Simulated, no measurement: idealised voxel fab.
process module | voxel self aligned contacts
cross-section cut | 285 nm wide | cells 5 nm
A cross-section is a grid of square cells, given in bands from the top down. A band is one or more rows of cells.
Each band's line starts with the height of the band's top and of its bottom, in nm. Then come its materials from left to right, each with its width in nm. One material with "throughout" fills the band from edge to edge. "air" is empty space.
Height 0 is the level under which the wafer as received is all one material. The lowest band goes on downwards, as in "0 down".
A width such as "30 to 40" changes by the same amount from each row of cells to the next, from the band's top row to its bottom row.
"no change" after a step means that no cell of the cross-section changed.
closed voids: empty space of 8 cells or more with no open way to the top, each as width x height at its distance from the left edge, in nm
after a step's settings: what the simulator itself notes on the step
overlay nm, on a step with a mask: how far to the right of its planned place the mask lay; to the left if negative
plan
1 op RECEIVE | material Si
2 op OXIDIZE | depth nm 5
3 op DIRECTIONAL_DEP | material polySi | thk nm 20
4 op DIRECTIONAL_DEP | material SiN | thk nm 20
5 op MASKED_ETCH | tone cover | mask id GATE | width nm 35 | pitch nm 80 | etch materials SiN | depth nm 20 | overlay nm 0
6 op MASKED_ETCH | tone cover | mask id GATE | width nm 35 | pitch nm 80 | etch materials polySi | depth nm 20 | overlay nm 0
7 op CONFORMAL_DEP | material SiN | thk nm 10
8 op DIRECTIONAL_ETCH | etch materials SiN | depth nm 10
9 op FILL_DEP | material SiO2 | thk nm 15
10 op CMP | height nm 45
11 op PATTERN | tone open | mask id CONTACT | material resist | width nm 65 | thk nm 20 | overlay nm 0
12 op DIRECTIONAL_ETCH | etch materials SiO2 | depth nm 50
13 op STRIP | etch materials resist
14 op CONFORMAL_DEP | material TiN | thk nm 5
15 op FILL_DEP | material Ru | thk nm 10
16 op CMP | height nm 45
17 op CONFORMAL_DEP | material SiCN | thk nm 5
as received, after step 1
  0 down: Si throughout
  closed voids: none
a wafer at the end: this start, this plan, one mistake
  50 to 45: SiCN throughout
  45 to 40: Ru 70 | TiN 40 | SiO2 65 | TiN 40 | Ru 70
  40 to 20: Ru 70 | TiN 5 | SiN 55 | SiO2 25 | SiN 55 | TiN 5 | Ru 70
  20 to 0: Ru 70 | TiN 5 | SiN 10 | polySi 35 | SiN 10 | SiO2 25 | SiN 10 | polySi 35 | SiN 10 | TiN 5 | Ru 70
  0 to -5: TiN 75 | SiO2 135 | TiN 75
  -5 down: Si throughout
  closed voids: none
what went wrong: step 11 ran as: op PATTERN | tone cover | mask id CONTACT | material resist | width nm 65 | thk nm 20 | overlay nm 0
